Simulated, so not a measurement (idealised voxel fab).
You're looking at the process module voxel lift off.
Xsec cut, 195 nm wide, square cell size 5 nm.
Notation: cross-section as square-cell grid; stated in bands, top first, going down; one or more cell rows per band.
It is stipulated that each band's entry specify, in nanometres, the height of the top of the band and then that of its bottom, followed by the materials of the band in left-to-right sequence, each together with its width in nanometres. A single material marked by the word "everywhere" is understood to fill the band from edge to edge; the word "air" is understood to denote empty space.
It should be noted that heights are counted from 0, beneath which the wafer as supplied is of one material throughout, and that the lowest band possesses no lower boundary but continues downward, as written in "0 down".
Think of "30 to 40" as a width that walks from the first number to the second as you go down the band, top row to bottom row, taking equal-sized steps from row to row.
It should be understood that the words "left unchanged", when stated for a given step, signify that the cross-section underwent no change in any of its cells during that step.
Reported under the label "Enclosed internal cavities" are the empty spaces having no open way to the top and comprising 8 cells or more; the notation for each is width x height at distance, in which the distance is measured from the left edge and all three values are in nm.
Where a step's line continues beyond its settings, the continuation is a remark by the simulator itself on that step.
Each step line may optionally specify "overlay nm", which for a step with a mask gives the rightward distance between the mask's planned place and where it lay, a negative value indicating the leftward direction.
-- This section lists the process steps that were planned
1) RECEIVE (material Si)
2) CONFORMAL_DEP (material SiO2; thk nm 5)
3) PATTERN (tone open; mask id LINES; material resist; width nm 30; pitch nm 55; thk nm 15; overlay nm 0)
4) DIRECTIONAL_DEP (material Ru; thk nm 5)
5) STRIP (etch materials resist)
6) CONFORMAL_DEP (material SiO2; thk nm 10)
-- The following pertains to the first of two wafers, which was processed as planned
-- Received-state cross-section, reflecting completion of step 1
- 0 down | Si everywhere
- Enclosed internal cavities: none
-- State of the wafer after step 2, shown in cross-section
- 5 to 0 | SiO2 everywhere
- For the remainder of the cross-section, below 0, there is no change.
-- State of the wafer after step 3, shown in cross-section
- 20 to 5 | 55 nm resist; 30 nm air; 25 nm resist; 30 nm air; 55 nm resist
- For the remainder of the cross-section, below 5, there is no change.
-- State of the wafer after step 4, shown in cross-section
- 25 to 20 | 55 nm Ru; 30 nm air; 25 nm Ru; 30 nm air; 55 nm Ru
- 20 to 10 | 55 nm resist; 30 nm air; 25 nm resist; 30 nm air; 55 nm resist
- 10 to 5 | 55 nm resist; 30 nm Ru; 25 nm resist; 30 nm Ru; 55 nm resist
- For the remainder of the cross-section, below 5, there is no change.
-- State of the wafer after step 5, shown in cross-section
- 10 to 5 | 55 nm air; 30 nm Ru; 25 nm air; 30 nm Ru; 55 nm air
- For the remainder of the cross-section, below 5, there is no change.
-- State of the wafer after step 6, shown in cross-section
- 20 to 15 | 45 nm air; 50 nm SiO2; 5 nm air; 50 nm SiO2; 45 nm air
- 15 to 10 | SiO2 everywhere
- 10 to 5 | 55 nm SiO2; 30 nm Ru; 25 nm SiO2; 30 nm Ru; 55 nm SiO2
- For the remainder of the cross-section, below 5, there is no change.
-- Regarding the second of the two wafers: it shared the first wafer's starting condition and process plan, yet one error occurred during its execution. Its history coincides with that of the first wafer up to and including step 2
-- Second wafer, section view, time point: scheduled end of step 3
- 20 to 5 | 55 nm air; 30 nm resist; 25 nm air; 30 nm resist; 55 nm air
- For the remainder of the cross-section, below 5, there is no change.
-- Second wafer, section view, time point: scheduled end of step 4
- 25 to 20 | 55 nm air; 30 nm Ru; 25 nm air; 30 nm Ru; 55 nm air
- 20 to 10 | 55 nm air; 30 nm resist; 25 nm air; 30 nm resist; 55 nm air
- 10 to 5 | 55 nm Ru; 30 nm resist; 25 nm Ru; 30 nm resist; 55 nm Ru
- For the remainder of the cross-section, below 5, there is no change.
-- Second wafer, section view, time point: scheduled end of step 5
- 10 to 5 | 55 nm Ru; 30 nm air; 25 nm Ru; 30 nm air; 55 nm Ru
- For the remainder of the cross-section, below 5, there is no change.
-- Second wafer, section view, time point: scheduled end of step 6
- 20 to 15 | 65 nm SiO2; 10 nm air; 45 nm SiO2; 10 nm air; 65 nm SiO2
- 15 to 10 | SiO2 everywhere
- 10 to 5 | 55 nm Ru; 30 nm SiO2; 25 nm Ru; 30 nm SiO2; 55 nm Ru
- For the remainder of the cross-section, below 5, there is no change.
In executing the process, a mistake was made relative to the plan: planned and actual differ for step 3; actual: PATTERN (tone cover; mask id LINES; material resist; width nm 30; pitch nm 55; thk nm 15; overlay nm 0)
Final cells, second wafer relative to first, materials higher or lower: +15 Ru
